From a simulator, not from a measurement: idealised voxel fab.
Process module under the name voxel ribs on slabs
Section cut is 300 nm wide and gridded with 5 nm square cells.
Cross-section, as written here: a square-cell grid given band by band from the top down, where a band holds one or more rows of cells.
Heads up on the band format: heights come first, top then bottom, in nm. After that it's the materials left to right, each with its width in nm. A single material flagged "full width" fills the whole band edge to edge, and "blank" means there's empty space there.
A quick word on heights: they are counted from 0, and under that level the wafer as it came to us is one material throughout. The lowest band is different from the rest in having no bottom; it simply continues downward, written as in "0 down".
Read "30 to 40" as a graded width: first number on top, second number at the bottom, same change between each pair of neighbouring rows.
Take "no change" at face value: in the step it is given for, the cross-section changed in none of its cells.
The label "Trapped voids" introduces a list of the empty spaces, 8 cells or larger, that have no open way up to the top; each entry in it reads width x height at distance, where the distance is taken from the left edge and all three are stated in nm.
On each step's line, the part that comes after the settings is the simulator's own comment on the step.
"overlay nm" on a masked step: distance the mask lay right of its planned place, negative for left.

### Planned step list for the process
1) RECEIVE with material Si
2) DIRECTIONAL_DEP with material SiO2, thk nm 25
3) DIRECTIONAL_DEP with material polySi, thk nm 20
4) PATTERN with tone cover, mask id RIB, material resist, width nm 30, thk nm 15, overlay nm 0
5) DIRECTIONAL_ETCH with etch materials polySi, depth nm 15
6) STRIP with etch materials resist
7) PATTERN with tone cover, mask id SLAB, material resist, width nm 90, thk nm 20, overlay nm 0
8) DIRECTIONAL_ETCH with etch materials polySi, depth nm 5
9) STRIP with etch materials resist
10) FILL_DEP with material SiO2, thk nm 20
11) CMP with height nm 60
12) DIRECTIONAL_DEP with material W, thk nm 5
13) PATTERN with tone cover, mask id HEATER, material resist, width nm 40, thk nm 20, overlay nm 0
14) DIRECTIONAL_ETCH with etch materials W, depth nm 5
15) STRIP with etch materials resist
16) CONFORMAL_DEP with material SiN, thk nm 5

### First wafer out of two, processed as planned

### As-received wafer cross-section (after step 1)
0 down | Si full width
Trapped voids: none

### after step 2
25 to 0 | SiO2 full width
Everything under 0 stays put, no change at all.

### after step 3
45 to 25 | polySi full width
Everything under 25 stays put, no change at all.

### after step 4
60 to 45 | blank 135; resist 30; blank 135
Everything under 45 stays put, no change at all.

### after step 5
60 to 45 | blank 135; resist 30; blank 135
45 to 30 | blank 135; polySi 30; blank 135
Everything under 30 stays put, no change at all.

### after step 6
45 to 30 | blank 135; polySi 30; blank 135
Everything under 30 stays put, no change at all.

### after step 7
65 to 45 | blank 105; resist 90; blank 105
45 to 30 | blank 105; resist 30; polySi 30; resist 30; blank 105
Everything under 30 stays put, no change at all.

### after step 8
65 to 45 | blank 105; resist 90; blank 105
45 to 30 | blank 105; resist 30; polySi 30; resist 30; blank 105
30 to 25 | blank 105; polySi 90; blank 105
Everything under 25 stays put, no change at all.

### after step 9
45 to 30 | blank 135; polySi 30; blank 135
Everything under 30 stays put, no change at all.

### after step 10
65 to 45 | SiO2 full width
45 to 30 | SiO2 135; polySi 30; SiO2 135
30 to 25 | SiO2 105; polySi 90; SiO2 105
Everything under 25 stays put, no change at all.

### after step 11
60 to 45 | SiO2 full width
Everything under 45 stays put, no change at all.

### after step 12
65 to 60 | W full width
Everything under 60 stays put, no change at all.

### after step 13
85 to 65 | blank 130; resist 40; blank 130
Everything under 65 stays put, no change at all.

### after step 14
85 to 65 | blank 130; resist 40; blank 130
65 to 60 | blank 130; W 40; blank 130
Everything under 60 stays put, no change at all.

### after step 15
65 to 60 | blank 130; W 40; blank 130
Everything under 60 stays put, no change at all.

### after step 16
70 to 65 | blank 125; SiN 50; blank 125
65 to 60 | SiN 130; W 40; SiN 130
Everything under 60 stays put, no change at all.

### What follows concerns the second wafer, which started out like the first and was meant to follow the very same plan; one mistake crept in when it was run, but everything up to and including step 15 is the same as for the first wafer

Cross-sectional view of the second wafer at the intended end time of process step 16: no change
what went wrong: step 16 of the plan got skipped, so it never ran
Materials where the second wafer ends with more or fewer cells than the first: -62 SiN
